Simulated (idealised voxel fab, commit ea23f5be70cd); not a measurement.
Process module in this document: voxel released beams
Each square cell in cross-section cut measures 5 nm, and the section as a whole is 240 nm wide.
Think of the cross-section as a grid of square cells. We describe it in bands, top to bottom, and each band covers one or more rows of those cells. Each band's line starts with the height of the band's top and of its bottom, in nm. Then come its materials from left to right, each with its width in nm. One material with "throughout" fills the band from edge to edge. "empty" is empty space. Ref level 0: as-received wafer is one material below here. Bottom band extends down with no lower bound ("0 nm and below"). Note: "30->40" means the width goes from the first number (top row of the band) to the second number (bottom row) in equal steps per row of cells. Basically "same as before" means that step didn't change any cell in the cross-section. "Unvented internal voids" - sealed voids, min. 8 cells, no opening to top; format: width x height at distance (distance from left edge; nm throughout). Anything after a step's settings on that line? It's the simulator's own note about the step. Each step line may optionally specify "overlay nm", which for a step with a mask gives the rightward distance between the mask's planned place and where it lay, a negative value indicating the leftward direction.
**The steps planned for the process are as follows**
1 RECEIVE with material Si
2 CONFORMAL_DEP with material SiN, thk nm 5
3 DIRECTIONAL_DEP with material SiO2, thk nm 15
4 PATTERN with tone open, mask id ANCHOR, material resist, width nm 40, thk nm 15, overlay nm 0
5 DIRECTIONAL_ETCH with etch materials SiO2, depth nm 15
6 STRIP with etch materials resist
7 CONFORMAL_DEP with material TiN, thk nm 15
8 MASKED_ETCH with tone cover, mask id BEAM, width nm 85, etch materials TiN, depth nm 15, overlay nm 0
9 STRIP with etch materials SiO2
**First of two wafers: run as planned**
**Wafer as received: cross-section following step 1**
> 0 nm and below = Si throughout
> Unvented internal voids: none
**Cross-section of the wafer subsequent to step 2**
> 5 nm to 0 nm = SiN throughout
> Everything under 0 stays put, no change at all.
**Cross-section of the wafer subsequent to step 3**
> 20 nm to 5 nm = SiO2 throughout
> Everything under 5 stays put, no change at all.
**Cross-section of the wafer subsequent to step 4**
> 35 nm to 20 nm = resist (80) | empty (40) | resist (120)
> Everything under 20 stays put, no change at all.
**Cross-section of the wafer subsequent to step 5**
> 35 nm to 20 nm = resist (80) | empty (40) | resist (120)
> 20 nm to 5 nm = SiO2 (80) | empty (40) | SiO2 (120)
> Everything under 5 stays put, no change at all.
**Cross-section of the wafer subsequent to step 6**
> 20 nm to 5 nm = SiO2 (80) | empty (40) | SiO2 (120)
> Everything under 5 stays put, no change at all.
**Cross-section of the wafer subsequent to step 7**
> 35 nm to 20 nm = TiN (95) | empty (10) | TiN (135)
> 20 nm to 5 nm = SiO2 (80) | TiN (40) | SiO2 (120)
> Everything under 5 stays put, no change at all.
**Cross-section of the wafer subsequent to step 8**
> 35 nm to 20 nm = empty (75) | TiN (20) | empty (10) | TiN (55) | empty (80)
> Everything under 20 stays put, no change at all.
**Cross-section of the wafer subsequent to step 9**
> 35 nm to 20 nm = empty (75) | TiN (20) | empty (10) | TiN (55) | empty (80)
> 20 nm to 5 nm = empty (80) | TiN (40) | empty (120)
> Everything under 5 stays put, no change at all.
**Second Wafer (Identical Start and Plan, One Processing Error; Matches First Wafer Through Step 6)**
**The second wafer cut through, at the time step 7 was supposed to be finished**
> 50 nm to 20 nm = TiN throughout
> 20 nm to 5 nm = SiO2 (80) | TiN (40) | SiO2 (120)
> Everything under 5 stays put, no change at all.
**The second wafer cut through, at the time step 8 was supposed to be finished**
> 50 nm to 35 nm = empty (75) | TiN (85) | empty (80)
> Everything under 35 stays put, no change at all.
The second wafer cut through, at the time step 9 was supposed to be finished: same as before
Deviation from plan: regarding the plan, step 7 was run twice
Final tally in cells, some materials are higher or lower on the second wafer than on the first: SiO2 +120; TiN +150
